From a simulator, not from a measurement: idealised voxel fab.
process module | voxel self aligned vias
cross-section cut | 290 nm wide | cells 5 nm
A cross-section is a grid of square cells, given in bands from the top down. A band is one or more rows of cells.
Each band's line starts with the height of the band's top and of its bottom, in nm. Then come its materials from left to right, each with its width in nm. One material with "throughout" fills the band from edge to edge. "air" is empty space.
Height 0 is the level under which the wafer as received is all one material. The lowest band goes on downwards, as in "0 down".
A width such as "30 to 40" changes by the same amount from each row of cells to the next, from the band's top row to its bottom row.
"no change" after a step means that no cell of the cross-section changed.
closed voids: empty space of 8 cells or more with no open way to the top, each as width x height at its distance from the left edge, in nm
after a step's settings: what the simulator itself notes on the step
overlay nm, on a step with a mask: how far to the right of its planned place the mask lay; to the left if negative
plan
1 op RECEIVE | material Si
2 op CONFORMAL_DEP | material SiO2 | thk nm 15
3 op CONFORMAL_DEP | material SiCN | thk nm 5
4 op DIRECTIONAL_DEP | material SiO2 | thk nm 20
5 op PATTERN | tone open | mask id LINES | material resist | width nm 30 | pitch nm 70 | thk nm 15 | overlay nm 0
6 op DIRECTIONAL_ETCH | etch materials SiO2 | depth nm 20
7 op STRIP | etch materials resist
8 op CONFORMAL_DEP | material TiN | thk nm 5
9 op FILL_DEP | material W | thk nm 5
10 op CMP | height nm 40
11 op SELECTIVE_ETCH | etch materials W Ru TiN | depth nm 5
12 op FILL_DEP | material SiN | thk nm 5
13 op CMP | height nm 40
14 op DIRECTIONAL_DEP | material SiO2 | thk nm 20
15 op MASKED_ETCH | tone open | mask id VIAS | width nm 40 | pitch nm 70 | etch materials SiO2 | depth nm 20 | overlay nm 0
16 op MASKED_ETCH | tone open | mask id VIAS | width nm 40 | pitch nm 70 | etch materials SiN | depth nm 5 | overlay nm 0
17 op CONFORMAL_DEP | material TiN | thk nm 5
18 op FILL_DEP | material Cu | thk nm 5
19 op CMP | height nm 60
20 op CONFORMAL_DEP | material SiN | thk nm 5
as received, after step 1
  0 down: Si throughout
  closed voids: none
a wafer at the end: this start, this plan, one mistake
  65 to 60: SiN throughout
  60 to 40: SiO2 55 | TiN 5 | Cu 30 | TiN 5 | SiO2 30 | TiN 5 | Cu 30 | TiN 5 | SiO2 30 | TiN 5 | Cu 30 | TiN 5 | SiO2 55
  40 to 35: SiN 55 | TiN 40 | SiN 30 | TiN 40 | SiN 30 | TiN 40 | SiN 55
  35 to 20: SiO2 60 | TiN 5 | W 20 | TiN 5 | SiO2 40 | TiN 5 | W 20 | TiN 5 | SiO2 40 | TiN 5 | W 20 | TiN 5 | SiO2 60
  20 to 15: SiO2 60 | TiN 30 | SiO2 40 | TiN 30 | SiO2 40 | TiN 30 | SiO2 60
  15 to 0: SiO2 throughout
  0 down: Si throughout
  closed voids: none
what went wrong: step 3 was left out
